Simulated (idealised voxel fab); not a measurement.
Proc. module: voxel capacitor over wiring
Square cell edge 5 nm, section width 235 nm, ID cut.
Cross-section = grid of square cells, listed top down in bands; band = one or more rows.
A band entry consists of two parts. The first gives the height of the band's top and the height of its bottom, in nm. The rest lists the band's materials from left to right, each with its width in nm. A single material labelled with the word "full width" fills the band from edge to edge, and the word "blank" marks empty space.
Ref level 0: as-received wafer is one material below here. Bottom band extends down with no lower bound ("z 0 and below").
A width given as "30..40" starts at the first number in the band's top row and ends at the second number in its bottom row, shifting by an equal amount at every step from row to row.
Where a step carries "nothing got changed", the cross-section came out of it unchanged, cell for cell.
"Encapsulated voids" lists enclosed empty spaces (at least 8 cells, no open path upward to the top), each as width x height at distance from the left edge, in nm.
Heads up: the bit after the settings on a step's line is the simulator's remark on that step.
"overlay nm" answers the question of how far to the right of plan the mask lay on a step that has a mask, and when it is negative the answer is to the left.
**Steps in the process plan**
1) RECEIVE (material Si)
2) CONFORMAL_DEP (material SiO2; thk nm 15)
3) CONFORMAL_DEP (material SiCN; thk nm 5)
4) DIRECTIONAL_DEP (material lowk; thk nm 20)
5) DIRECTIONAL_DEP (material aC; thk nm 10)
6) PATTERN (tone open; mask id METAL_1; material resist; width nm 25; pitch nm 85; thk nm 25; overlay nm 0)
7) DIRECTIONAL_ETCH (etch materials aC; depth nm 10)
8) STRIP (etch materials resist)
9) DIRECTIONAL_ETCH (etch materials lowk; depth nm 20)
10) DIRECTIONAL_ETCH (etch materials SiCN; depth nm 5)
11) STRIP (etch materials aC)
12) CONFORMAL_DEP (material TiN; thk nm 5)
13) FILL_DEP (material Cu; thk nm 10)
14) CMP (height nm 40)
15) CONFORMAL_DEP (material SiCN; thk nm 5)
16) DIRECTIONAL_DEP (material SiO2; thk nm 15)
17) PATTERN (tone open; mask id PLUG_1; material resist; width nm 15; thk nm 20; overlay nm 0)
18) DIRECTIONAL_ETCH (etch materials SiO2; depth nm 15)
19) DIRECTIONAL_ETCH (etch materials SiCN; depth nm 5)
20) STRIP (etch materials resist)
21) CONFORMAL_DEP (material TiN; thk nm 5)
22) FILL_DEP (material Ru; thk nm 10)
23) CMP (height nm 60)
24) DIRECTIONAL_DEP (material TiN; thk nm 5)
25) DIRECTIONAL_DEP (material HfO2; thk nm 5)
26) DIRECTIONAL_DEP (material TiN; thk nm 5)
27) PATTERN (tone cover; mask id UPPER_PLATE; material resist; width nm 65; thk nm 20; overlay nm 0)
28) DIRECTIONAL_ETCH (etch materials TiN; depth nm 5)
29) DIRECTIONAL_ETCH (etch materials HfO2; depth nm 5)
30) STRIP (etch materials resist)
31) MASKED_ETCH (tone cover; mask id LOWER_PLATE; width nm 75; etch materials TiN; depth nm 5; overlay nm 0)
32) FILL_DEP (material SiO2; thk nm 15)
33) CMP (height nm 85)
34) PATTERN (tone open; mask id PLUG_2; material resist; width nm 15; thk nm 20; overlay nm 0)
35) DIRECTIONAL_ETCH (etch materials SiO2; depth nm 10)
36) STRIP (etch materials resist)
37) CONFORMAL_DEP (material TiN; thk nm 5)
38) FILL_DEP (material W; thk nm 5)
39) CMP (height nm 85)
40) CONFORMAL_DEP (material SiN; thk nm 5)
**Cross-section of the wafer at receipt, which is the condition after step 1**
* z 0 and below: Si full width
* Encapsulated voids: none
**Here's the wafer cut in cross-section after the module, started and planned just like above, except one thing was done wrong in the run**
* z 90 to 85: SiN full width
* z 85 to 80: SiO2 80 nm, then HfO2 5 nm, then W 5 nm, then HfO2 5 nm, then SiO2 140 nm
* z 80 to 75: SiO2 80 nm, then HfO2 15 nm, then SiO2 140 nm
* z 75 to 70: SiO2 70 nm, then TiN 65 nm, then SiO2 100 nm
* z 70 to 65: SiO2 70 nm, then HfO2 65 nm, then SiO2 100 nm
* z 65 to 60: SiO2 65 nm, then TiN 75 nm, then SiO2 95 nm
* z 60 to 45: SiO2 70 nm, then TiN 5 nm, then Ru 5 nm, then TiN 5 nm, then SiO2 150 nm
* z 45 to 40: SiCN 70 nm, then TiN 15 nm, then SiCN 150 nm
* z 40 to 20: lowk 60 nm, then TiN 5 nm, then Cu 15 nm, then TiN 5 nm, then lowk 60 nm, then TiN 5 nm, then Cu 15 nm, then TiN 5 nm, then lowk 65 nm
* z 20 to 15: SiCN 60 nm, then TiN 25 nm, then SiCN 60 nm, then TiN 25 nm, then SiCN 65 nm
* z 15 to 0: SiO2 full width
* z 0 and below: Si full width
* Encapsulated voids: none
Which mistake was made when the wafer was run? step 37 changed vs plan, executed as CONFORMAL_DEP (material HfO2; thk nm 5)
